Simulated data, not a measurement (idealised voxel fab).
process module | voxel wiring stack
cross-section cut | 150 nm wide | cells 5 nm
A cross-section is a grid of square cells, given in bands from the top down. A band is one or more rows of cells.
Each band's line starts with the height of the band's top and of its bottom, in nm. Then come its materials from left to right, each with its width in nm. One material with "throughout" fills the band from edge to edge. "air" is empty space.
Height 0 is the level under which the wafer as received is all one material. The lowest band goes on downwards, as in "0 down".
A width such as "30 to 40" changes by the same amount from each row of cells to the next, from the band's top row to its bottom row.
"no change" after a step means that no cell of the cross-section changed.
closed voids: empty space of 8 cells or more with no open way to the top, each as width x height at its distance from the left edge, in nm
after a step's settings: what the simulator itself notes on the step
overlay nm, on a step with a mask: how far to the right of its planned place the mask lay; to the left if negative
plan
1 op RECEIVE | material Si
2 op CONFORMAL_DEP | material SiO2 | thk nm 15
3 op CONFORMAL_DEP | material SiCN | thk nm 5
4 op DIRECTIONAL_DEP | material SiO2 | thk nm 15
5 op DIRECTIONAL_DEP | material aC | thk nm 10
6 op PATTERN | tone open | mask id METAL_1 | material resist | width nm 25 | pitch nm 40 | thk nm 25 | overlay nm 0
7 op DIRECTIONAL_ETCH | etch materials aC | depth nm 10
8 op STRIP | etch materials resist
9 op DIRECTIONAL_ETCH | etch materials SiO2 | depth nm 15
10 op DIRECTIONAL_ETCH | etch materials SiCN | depth nm 5
11 op STRIP | etch materials aC
12 op CONFORMAL_DEP | material TiN | thk nm 5
13 op FILL_DEP | material Cu | thk nm 5
14 op CMP | height nm 35
15 op CONFORMAL_DEP | material SiCN | thk nm 5
16 op DIRECTIONAL_DEP | material lowk | thk nm 30
17 op DIRECTIONAL_DEP | material aC | thk nm 15
18 op PATTERN | tone open | mask id METAL_2 | material resist | width nm 25 | pitch nm 40 | thk nm 30 | overlay nm 0
19 op DIRECTIONAL_ETCH | etch materials aC | depth nm 15
20 op STRIP | etch materials resist
21 op DIRECTIONAL_ETCH | etch materials lowk | depth nm 15
22 op STRIP | etch materials aC
23 op MASKED_ETCH | tone open | mask id METAL_2_HOLES | width nm 15 | pitch nm 80 | etch materials lowk | depth nm 15 | overlay nm 0
24 op MASKED_ETCH | tone open | mask id METAL_2_HOLES | width nm 15 | pitch nm 80 | etch materials SiCN | depth nm 5 | overlay nm 0
25 op CONFORMAL_DEP | material TiN | thk nm 5
26 op FILL_DEP | material Ru | thk nm 10
27 op CMP | height nm 70
28 op CONFORMAL_DEP | material SiN | thk nm 5
as received, after step 1
  0 down: Si throughout
  closed voids: none
a wafer at the end: this start, this plan, one mistake
  75 to 70: SiN throughout
  70 to 65: Ru throughout
  65 to 60: TiN 25 | Ru 15 | TiN 25 | Ru 15 | TiN 25 | Ru 15 | TiN 30
  60 to 50: lowk 20 | TiN 5 | Ru 15 | TiN 5 | lowk 15 | TiN 5 | Ru 15 | TiN 5 | lowk 15 | TiN 5 | Ru 15 | TiN 5 | lowk 25
  50 to 45: lowk 20 | TiN 5 | Ru 5 | TiN 15 | lowk 15 | TiN 25 | lowk 15 | TiN 5 | Ru 5 | TiN 15 | lowk 25
  45 to 40: lowk 20 | TiN 5 | Ru 5 | TiN 5 | lowk 65 | TiN 5 | Ru 5 | TiN 5 | lowk 35
  40 to 35: SiCN 20 | TiN 15 | SiCN 65 | TiN 15 | SiCN 35
  35 to 20: SiO2 20 | TiN 5 | Cu 15 | TiN 5 | SiO2 15 | TiN 5 | Cu 15 | TiN 5 | SiO2 15 | TiN 5 | Cu 15 | TiN 5 | SiO2 25
  20 to 15: SiCN 20 | TiN 25 | SiCN 15 | TiN 25 | SiCN 15 | TiN 25 | SiCN 25
  15 to 0: SiO2 throughout
  0 down: Si throughout
  closed voids: none
what went wrong: step 16 ran as: op DIRECTIONAL_DEP | material lowk | thk nm 20
